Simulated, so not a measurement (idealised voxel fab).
Process module name: voxel wiring stack
We display cut, a cross-section 235 nm in width whose square cells are each 5 nm.
Square cells in a grid make up a cross-section in this document, and the grid is given as bands, listed from the top down, each one or more rows of cells.
What a band's entry tells you: where the top is and where the bottom is, as heights in nm, and after that what lies inside, material by material from left to right, each with its width in nm. Empty space is written as the word "blank", and a single material marked with the word "full width" occupies the band from edge to edge.
A quick word on heights: they are counted from 0, and under that level the wafer as it came to us is one material throughout. The lowest band is different from the rest in having no bottom; it simply continues downward, written as in "0..down".
When a width is written as two numbers, as in "30..40", the first number is the width in the top row of cells of the band and the second is the width in its bottom row, and the width changes by the same amount from each row to the next.
"nothing got changed" for a step: no cell of the cross-section changed in that step.
For the entry "Sealed internal voids", the listed items are empty spaces with no open way to the top whose size is 8 cells or more; each item follows the pattern width x height at distance, where distance is from the left edge and all three are in nm.
That trailing text on a step's line, after the settings, is the simulator's own remark on the step.
overlay nm: right-of-plan distance of the mask on a masked step; negative values mean left-of-plan.
Below you will find pairs of cross-sections. In each, one shows the wafer before one process step and the other after it, with the after view ending at the lowest band that changed. Under each pair is the step separating them, along with its settings. Do not assume the pairs form a chain: they can come from different runs of this module on the same starting wafer, and a pair continues from the pair above it only when its "Prior to processing" entry says so.

### Prior to processing
50..30  80 of resist  25 of blank  20 of resist  25 of blank  85 of resist
30..15  80 of W  25 of blank  20 of W  25 of blank  85 of W
15..10  TiN full width
10..0  SiO2 full width
0..down  Si full width
Sealed internal voids: none

### Cut View, Post-Step
50..30  80 of resist  25 of blank  20 of resist  25 of blank  85 of resist
30..15  80 of W  25 of blank  20 of W  25 of blank  85 of W
15..10  80 of TiN  25 of blank  20 of TiN  25 of blank  85 of TiN
Below a height of 10, the structure has not been altered.
Sealed internal voids: none
Looking at the two cross-sections above, the step in the middle is DIRECTIONAL_ETCH, etch materials TiN, depth nm 5

Prior to processing: after-state, pair directly above.

### Cut View, Post-Step
30..15  80 of W  25 of blank  20 of W  25 of blank  85 of W
Below a height of 15, the structure has not been altered.
Sealed internal voids: none
Looking at the two cross-sections above, the step in the middle is STRIP, etch materials resist

Prior to processing: after-state, pair directly above.

### Cut View, Post-Step
35..30  85 of SiCN  15 of blank  30 of SiCN  15 of blank  90 of SiCN
30..15  80 of W  5 of SiCN  15 of blank  5 of SiCN  20 of W  5 of SiCN  15 of blank  5 of SiCN  85 of W
15..10  80 of TiN  25 of SiCN  20 of TiN  25 of SiCN  85 of TiN
Below a height of 10, the structure has not been altered.
Sealed internal voids: none
Looking at the two cross-sections above, the step in the middle is CONFORMAL_DEP, material SiCN, thk nm 5

Prior to processing: after-state, pair directly above.

### Cut View, Post-Step
40..35  SiO2 full width
35..30  85 of SiCN  15 of SiO2  30 of SiCN  15 of SiO2  90 of SiCN
30..15  80 of W  5 of SiCN  15 of SiO2  5 of SiCN  20 of W  5 of SiCN  15 of SiO2  5 of SiCN  85 of W
Below a height of 15, the structure has not been altered.
Sealed internal voids: none
Looking at the two cross-sections above, the step in the middle is FILL_DEP, material SiO2, thk nm 5

Prior to processing: after-state, pair directly above.

### Cut View, Post-Step
30..15  80 of W  5 of SiCN  15 of SiO2  5 of SiCN  20 of W  5 of SiCN  15 of SiO2  5 of SiCN  85 of W
Below a height of 15, the structure has not been altered.
Sealed internal voids: none
Looking at the two cross-sections above, the step in the middle is CMP, height nm 30

Prior to processing: after-state, pair directly above.

### Cut View, Post-Step
35..30  SiCN full width
Below a height of 30, the structure has not been altered.
Sealed internal voids: none
Looking at the two cross-sections above, the step in the middle is CONFORMAL_DEP, material SiCN, thk nm 5

Prior to processing: after-state, pair directly above.

### Cut View, Post-Step
50..35  lowk full width
Below a height of 35, the structure has not been altered.
Sealed internal voids: none
Looking at the two cross-sections above, the step in the middle is DIRECTIONAL_DEP, material lowk, thk nm 15

Prior to processing: after-state, pair directly above.

### Cut View, Post-Step
70..50  80 of resist  15 of blank  140 of resist
Below a height of 50, the structure has not been altered.
Sealed internal voids: none
Looking at the two cross-sections above, the step in the middle is PATTERN, tone open, mask id PLUG_1, material resist, width nm 15, thk nm 20, overlay nm 0

Prior to processing: after-state, pair directly above.

### Cut View, Post-Step
70..50  80 of resist  15 of blank  140 of resist
50..35  80 of lowk  15 of blank  140 of lowk
Below a height of 35, the structure has not been altered.
Sealed internal voids: none
Looking at the two cross-sections above, the step in the middle is DIRECTIONAL_ETCH, etch materials lowk, depth nm 15

Prior to processing: after-state, pair directly above.

### Cut View, Post-Step
70..50  80 of resist  15 of blank  140 of resist
50..35  80 of lowk  15 of blank  140 of lowk
35..30  80 of SiCN  15 of blank  140 of SiCN
Below a height of 30, the structure has not been altered.
Sealed internal voids: none
Looking at the two cross-sections above, the step in the middle is DIRECTIONAL_ETCH, etch materials SiCN, depth nm 5

Prior to processing: after-state, pair directly above.

### Cut View, Post-Step
50..35  80 of lowk  15 of blank  140 of lowk
Below a height of 35, the structure has not been altered.
Sealed internal voids: none
Looking at the two cross-sections above, the step in the middle is STRIP, etch materials resist

Prior to processing: after-state, pair directly above.

### Cut View, Post-Step
55..50  85 of SiN  5 of blank  145 of SiN
50..35  80 of lowk  5 of SiN  5 of blank  5 of SiN  140 of lowk
35..30  80 of SiCN  15 of SiN  140 of SiCN
Below a height of 30, the structure has not been altered.
Sealed internal voids: none
Looking at the two cross-sections above, the step in the middle is CONFORMAL_DEP, material SiN, thk nm 5

Prior to processing: after-state, pair directly above.

### Cut View, Post-Step
80..60  85 of SiO2  5 of blank  145 of SiO2
60..55  SiO2 full width
55..50  85 of SiN  5 of SiO2  145 of SiN
50..35  80 of lowk  5 of SiN  5 of SiO2  5 of SiN  140 of lowk
Below a height of 35, the structure has not been altered.
Sealed internal voids: none
Looking at the two cross-sections above, the step in the middle is DIRECTIONAL_DEP, material SiO2, thk nm 25

Prior to processing: after-state, pair directly above.

### Cut View, Post-Step
100..80  80 of resist  25 of blank  20 of resist  25 of blank  85 of resist
Below a height of 80, the structure has not been altered.
Sealed internal voids: none
Looking at the two cross-sections above, the step in the middle is PATTERN, tone open, mask id METAL_2, material resist, width nm 25, pitch nm 45, thk nm 20, overlay nm 0

Prior to processing: after-state, pair directly above.

### Cut View, Post-Step
100..80  80 of resist  25 of blank  20 of resist  25 of blank  85 of resist
80..55  80 of SiO2  25 of blank  20 of SiO2  25 of blank  85 of SiO2
55..50  85 of SiN  5 of blank  145 of SiN
50..35  80 of lowk  5 of SiN  5 of blank  5 of SiN  140 of lowk
Below a height of 35, the structure has not been altered.
Sealed internal voids: none
Looking at the two cross-sections above, the step in the middle is DIRECTIONAL_ETCH, etch materials SiO2, depth nm 25

Prior to processing: after-state, pair directly above.

### Cut View, Post-Step
100..80  80 of resist  25 of blank  20 of resist  25 of blank  85 of resist
80..55  80 of SiO2  25 of blank  20 of SiO2  25 of blank  85 of SiO2
55..50  80 of SiN  25 of blank  20 of SiN  25 of blank  85 of SiN
50..35  80 of lowk  5 of SiN  5 of blank  5 of SiN  140 of lowk
35..30  80 of SiCN  5 of SiN  5 of blank  5 of SiN  140 of SiCN
Below a height of 30, the structure has not been altered.
Sealed internal voids: none
Looking at the two cross-sections above, the step in the middle is DIRECTIONAL_ETCH, etch materials SiN, depth nm 5

Prior to processing: after-state, pair directly above.

### Cut View, Post-Step
80..55  80 of SiO2  25 of blank  20 of SiO2  25 of blank  85 of SiO2
Below a height of 55, the structure has not been altered.
Sealed internal voids: none
Looking at the two cross-sections above, the step in the middle is STRIP, etch materials resist

Prior to processing: after-state, pair directly above.

### Cut View, Post-Step
85..80  85 of TiN  15 of blank  30 of TiN  15 of blank  90 of TiN
80..55  80 of SiO2  5 of TiN  15 of blank  5 of TiN  20 of SiO2  5 of TiN  15 of blank  5 of TiN  85 of SiO2
55..50  80 of SiN  25 of TiN  20 of SiN  25 of TiN  85 of SiN
50..35  80 of lowk  5 of SiN  5 of TiN  5 of SiN  140 of lowk
35..30  80 of SiCN  5 of SiN  5 of TiN  5 of SiN  140 of SiCN
Below a height of 30, the structure has not been altered.
Sealed internal voids: none
Looking at the two cross-sections above, the step in the middle is CONFORMAL_DEP, material TiN, thk nm 5

Prior to processing: after-state, pair directly above.

### Cut View, Post-Step
95..85  Cu full width
85..80  85 of TiN  15 of Cu  30 of TiN  15 of Cu  90 of TiN
80..55  80 of SiO2  5 of TiN  15 of Cu  5 of TiN  20 of SiO2  5 of TiN  15 of Cu  5 of TiN  85 of SiO2
Below a height of 55, the structure has not been altered.
Sealed internal voids: none
Looking at the two cross-sections above, the step in the middle is FILL_DEP, material Cu, thk nm 10

Prior to processing: after-state, pair directly above.

### Cut View, Post-Step
80..55  80 of SiO2  5 of TiN  15 of Cu  5 of TiN  20 of SiO2  5 of TiN  15 of Cu  5 of TiN  85 of SiO2
Below a height of 55, the structure has not been altered.
Sealed internal voids: none
Looking at the two cross-sections above, the step in the middle is CMP, height nm 80

Prior to processing: after-state, pair directly above.

### Cut View, Post-Step
85..80  SiCN full width
Below a height of 80, the structure has not been altered.
Sealed internal voids: none
Looking at the two cross-sections above, the step in the middle is CONFORMAL_DEP, material SiCN, thk nm 5

Prior to processing: after-state, pair directly above.

### Cut View, Post-Step
95..85  lowk full width
Below a height of 85, the structure has not been altered.
Sealed internal voids: none
Looking at the two cross-sections above, the step in the middle is DIRECTIONAL_DEP, material lowk, thk nm 10

Prior to processing: after-state, pair directly above.

### Cut View, Post-Step
115..95  80 of resist  15 of blank  30 of resist  15 of blank  95 of resist
Below a height of 95, the structure has not been altered.
Sealed internal voids: none
Looking at the two cross-sections above, the step in the middle is PATTERN, tone open, mask id PLUG_2, material resist, width nm 15, pitch nm 45, thk nm 20, overlay nm 0

Prior to processing: after-state, pair directly above.

### Cut View, Post-Step
115..95  80 of resist  15 of blank  30 of resist  15 of blank  95 of resist
95..85  80 of lowk  15 of blank  30 of lowk  15 of blank  95 of lowk
Below a height of 85, the structure has not been altered.
Sealed internal voids: none
Looking at the two cross-sections above, the step in the middle is DIRECTIONAL_ETCH, etch materials lowk, depth nm 10

Prior to processing: after-state, pair directly above.

### Cut View, Post-Step
115..95  80 of resist  15 of blank  30 of resist  15 of blank  95 of resist
95..85  80 of lowk  15 of blank  30 of lowk  15 of blank  95 of lowk
85..80  80 of SiCN  15 of blank  30 of SiCN  15 of blank  95 of SiCN
Below a height of 80, the structure has not been altered.
Sealed internal voids: none
Looking at the two cross-sections above, the step in the middle is DIRECTIONAL_ETCH, etch materials SiCN, depth nm 5

Prior to processing: after-state, pair directly above.

### Cut View, Post-Step
95..85  80 of lowk  15 of blank  30 of lowk  15 of blank  95 of lowk
Below a height of 85, the structure has not been altered.
Sealed internal voids: none
Looking at the two cross-sections above, the step in the middle is STRIP, etch materials resist

Prior to processing: after-state, pair directly above.

### Cut View, Post-Step
95..90  80 of lowk  15 of blank  30 of lowk  15 of blank  95 of lowk
90..85  80 of lowk  15 of Ru  30 of lowk  15 of Ru  95 of lowk
85..80  80 of SiCN  15 of Ru  30 of SiCN  15 of Ru  95 of SiCN
Below a height of 80, the structure has not been altered.
Sealed internal voids: none
Looking at the two cross-sections above, the step in the middle is EPI, material Ru, thk nm 10

Prior to processing: after-state, pair directly above.

### Cut View, Post-Step
95..85  80 of lowk  15 of Ru  30 of lowk  15 of Ru  95 of lowk
Below a height of 85, the structure has not been altered.
Sealed internal voids: none
Looking at the two cross-sections above, the step in the middle is EPI, material Ru, thk nm 5

Prior to processing: after-state, pair directly above.

### Cut View, Post-Step
100..95  TiN full width
Below a height of 95, the structure has not been altered.
Sealed internal voids: none
Looking at the two cross-sections above, the step in the middle is DIRECTIONAL_DEP, material TiN, thk nm 5

Prior to processing: after-state, pair directly above.

### Cut View, Post-Step
115..100  Ru full width
Below a height of 100, the structure has not been altered.
Sealed internal voids: none
Looking at the two cross-sections above, the step in the middle is DIRECTIONAL_DEP, material Ru, thk nm 15

Prior to processing: after-state, pair directly above.

### Cut View, Post-Step
125..115  aC full width
Below a height of 115, the structure has not been altered.
Sealed internal voids: none
Looking at the two cross-sections above, the step in the middle is DIRECTIONAL_DEP, material aC, thk nm 10

Prior to processing: after-state, pair directly above.

### Cut View, Post-Step
150..125  80 of blank  25 of resist  20 of blank  25 of resist  85 of blank
Below a height of 125, the structure has not been altered.
Sealed internal voids: none
Looking at the two cross-sections above, the step in the middle is PATTERN, tone cover, mask id METAL_3, material resist, width nm 25, pitch nm 45, thk nm 25, overlay nm 0

Prior to processing: after-state, pair directly above.

### Cut View, Post-Step
140..125  80 of blank  25 of resist  20 of blank  25 of resist  85 of blank
125..115  80 of blank  25 of aC  20 of blank  25 of aC  85 of blank
Below a height of 115, the structure has not been altered.
Sealed internal voids: none
Looking at the two cross-sections above, the step in the middle is DIRECTIONAL_ETCH, etch materials aC, depth nm 10

Prior to processing: after-state, pair directly above.

### Cut View, Post-Step
125..115  80 of blank  25 of aC  20 of blank  25 of aC  85 of blank
Below a height of 115, the structure has not been altered.
Sealed internal voids: none
Looking at the two cross-sections above, the step in the middle is STRIP, etch materials resist

Prior to processing: after-state, pair directly above.

### Cut View, Post-Step
125..115  80 of blank  25 of aC  20 of blank  25 of aC  85 of blank
115..100  80 of blank  25 of Ru  20 of blank  25 of Ru  85 of blank
Below a height of 100, the structure has not been altered.
Sealed internal voids: none
Looking at the two cross-sections above, the step in the middle is DIRECTIONAL_ETCH, etch materials Ru, depth nm 15

Prior to processing: after-state, pair directly above.

### Cut View, Post-Step
125..115  80 of blank  25 of aC  20 of blank  25 of aC  85 of blank
115..100  80 of blank  25 of Ru  20 of blank  25 of Ru  85 of blank
100..95  80 of blank  25 of TiN  20 of blank  25 of TiN  85 of blank
Below a height of 95, the structure has not been altered.
Sealed internal voids: none
Looking at the two cross-sections above, the step in the middle is DIRECTIONAL_ETCH, etch materials TiN, depth nm 5

Prior to processing: after-state, pair directly above.

### Cut View, Post-Step
115..100  80 of blank  25 of Ru  20 of blank  25 of Ru  85 of blank
Below a height of 100, the structure has not been altered.
Sealed internal voids: none
Looking at the two cross-sections above, the step in the middle is STRIP, etch materials aC

Prior to processing: after-state, pair directly above.

### Cut View, Post-Step
120..115  75 of blank  35 of SiN  10 of blank  35 of SiN  80 of blank
115..100  75 of blank  5 of SiN  25 of Ru  5 of SiN  10 of blank  5 of SiN  25 of Ru  5 of SiN  80 of blank
100..95  80 of SiN  25 of TiN  20 of SiN  25 of TiN  85 of SiN
Below a height of 95, the structure has not been altered.
Sealed internal voids: none
Looking at the two cross-sections above, the step in the middle is CONFORMAL_DEP, material SiN, thk nm 5

Prior to processing: after-state, pair directly above.

### Cut View, Post-Step
130..120  lowk full width
120..115  75 of lowk  35 of SiN  10 of lowk  35 of SiN  80 of lowk
115..100  75 of lowk  5 of SiN  25 of Ru  5 of SiN  10 of lowk  5 of SiN  25 of Ru  5 of SiN  80 of lowk
Below a height of 100, the structure has not been altered.
Sealed internal voids: none
Looking at the two cross-sections above, the step in the middle is FILL_DEP, material lowk, thk nm 10

Prior to processing: after-state, pair directly above.

### Cut View, Post-Step
115..100  75 of lowk  5 of SiN  25 of Ru  5 of SiN  10 of lowk  5 of SiN  25 of Ru  5 of SiN  80 of lowk
Below a height of 100, the structure has not been altered.
Sealed internal voids: none
Looking at the two cross-sections above, the step in the middle is CMP, height nm 115

Prior to processing: after-state, pair directly above.

### Cut View, Post-Step
120..115  SiCN full width
Below a height of 115, the structure has not been altered.
Sealed internal voids: none
Looking at the two cross-sections above, the step in the middle is CONFORMAL_DEP, material SiCN, thk nm 5

Prior to processing: after-state, pair directly above.

### Cut View, Post-Step
145..120  SiO2 full width
Below a height of 120, the structure has not been altered.
Sealed internal voids: none
Looking at the two cross-sections above, the step in the middle is DIRECTIONAL_DEP, material SiO2, thk nm 25

Prior to processing: after-state, pair directly above.

### Cut View, Post-Step
155..145  aC full width
Below a height of 145, the structure has not been altered.
Sealed internal voids: none
Looking at the two cross-sections above, the step in the middle is DIRECTIONAL_DEP, material aC, thk nm 10

Prior to processing: after-state, pair directly above.

### Cut View, Post-Step
180..155  80 of resist  15 of blank  30 of resist  15 of blank  95 of resist
Below a height of 155, the structure has not been altered.
Sealed internal voids: none
Looking at the two cross-sections above, the step in the middle is PATTERN, tone open, mask id METAL_4_HOLES, material resist, width nm 15, pitch nm 45, thk nm 25, overlay nm 0

Prior to processing: after-state, pair directly above.

### Cut View, Post-Step
170..155  80 of resist  15 of blank  30 of resist  15 of blank  95 of resist
155..145  80 of aC  15 of blank  30 of aC  15 of blank  95 of aC
Below a height of 145, the structure has not been altered.
Sealed internal voids: none
Looking at the two cross-sections above, the step in the middle is DIRECTIONAL_ETCH, etch materials aC, depth nm 10

Prior to processing: after-state, pair directly above.

### Cut View, Post-Step
155..145  80 of aC  15 of blank  30 of aC  15 of blank  95 of aC
Below a height of 145, the structure has not been altered.
Sealed internal voids: none
Looking at the two cross-sections above, the step in the middle is STRIP, etch materials resist

Prior to processing: after-state, pair directly above.

### Cut View, Post-Step
155..145  80 of aC  15 of blank  30 of aC  15 of blank  95 of aC
145..120  80 of SiO2  15 of blank  30 of SiO2  15 of blank  95 of SiO2
Below a height of 120, the structure has not been altered.
Sealed internal voids: none
Looking at the two cross-sections above, the step in the middle is DIRECTIONAL_ETCH, etch materials SiO2, depth nm 25

Prior to processing: after-state, pair directly above.

### Cut View, Post-Step
145..120  80 of SiO2  15 of blank  30 of SiO2  15 of blank  95 of SiO2
Below a height of 120, the structure has not been altered.
Sealed internal voids: none
Looking at the two cross-sections above, the step in the middle is STRIP, etch materials aC

Prior to processing: after-state, pair directly above.

### Cut View, Post-Step
145..130  80 of SiO2  25 of blank  20 of SiO2  25 of blank  85 of SiO2
Below a height of 130, the structure has not been altered.
Sealed internal voids: none
Looking at the two cross-sections above, the step in the middle is MASKED_ETCH, tone open, mask id METAL_4, width nm 25, pitch nm 45, etch materials SiO2, depth nm 15, overlay nm 0

Prior to processing: after-state, pair directly above.

### Cut View, Post-Step
145..130  80 of SiO2  25 of blank  20 of SiO2  25 of blank  85 of SiO2
130..120  80 of SiO2  15 of blank  30 of SiO2  15 of blank  95 of SiO2
120..115  80 of SiCN  15 of blank  30 of SiCN  15 of blank  95 of SiCN
Below a height of 115, the structure has not been altered.
Sealed internal voids: none
Looking at the two cross-sections above, the step in the middle is MASKED_ETCH, tone open, mask id METAL_4, width nm 25, pitch nm 45, etch materials SiCN, depth nm 5, overlay nm 0

Prior to processing: after-state, pair directly above.

### Cut View, Post-Step
150..145  85 of TiN  15 of blank  30 of TiN  15 of blank  90 of TiN
145..135  80 of SiO2  5 of TiN  15 of blank  5 of TiN  20 of SiO2  5 of TiN  15 of blank  5 of TiN  85 of SiO2
135..130  80 of SiO2  5 of TiN  5 of blank  15 of TiN  20 of SiO2  5 of TiN  5 of blank  15 of TiN  85 of SiO2
130..120  80 of SiO2  5 of TiN  5 of blank  5 of TiN  30 of SiO2  5 of TiN  5 of blank  5 of TiN  95 of SiO2
120..115  80 of SiCN  15 of TiN  30 of SiCN  15 of TiN  95 of SiCN
Below a height of 115, the structure has not been altered.
Sealed internal voids: none
Looking at the two cross-sections above, the step in the middle is CONFORMAL_DEP, material TiN, thk nm 5

Prior to processing: after-state, pair directly above.

### Cut View, Post-Step
155..150  Cu full width
150..145  85 of TiN  15 of Cu  30 of TiN  15 of Cu  90 of TiN
145..135  80 of SiO2  5 of TiN  15 of Cu  5 of TiN  20 of SiO2  5 of TiN  15 of Cu  5 of TiN  85 of SiO2
135..130  80 of SiO2  5 of TiN  5 of Cu  15 of TiN  20 of SiO2  5 of TiN  5 of Cu  15 of TiN  85 of SiO2
130..120  80 of SiO2  5 of TiN  5 of Cu  5 of TiN  30 of SiO2  5 of TiN  5 of Cu  5 of TiN  95 of SiO2
Below a height of 120, the structure has not been altered.
Sealed internal voids: none
Looking at the two cross-sections above, the step in the middle is FILL_DEP, material Cu, thk nm 5

Prior to processing: after-state, pair directly above.

### Cut View, Post-Step
145..135  80 of SiO2  5 of TiN  15 of Cu  5 of TiN  20 of SiO2  5 of TiN  15 of Cu  5 of TiN  85 of SiO2
Below a height of 135, the structure has not been altered.
Sealed internal voids: none
Looking at the two cross-sections above, the step in the middle is CMP, height nm 145

Prior to processing: after-state, pair directly above.

### Cut View, Post-Step
150..145  SiN full width
Below a height of 145, the structure has not been altered.
Sealed internal voids: none
Looking at the two cross-sections above, the step in the middle is CONFORMAL_DEP, material SiN, thk nm 5
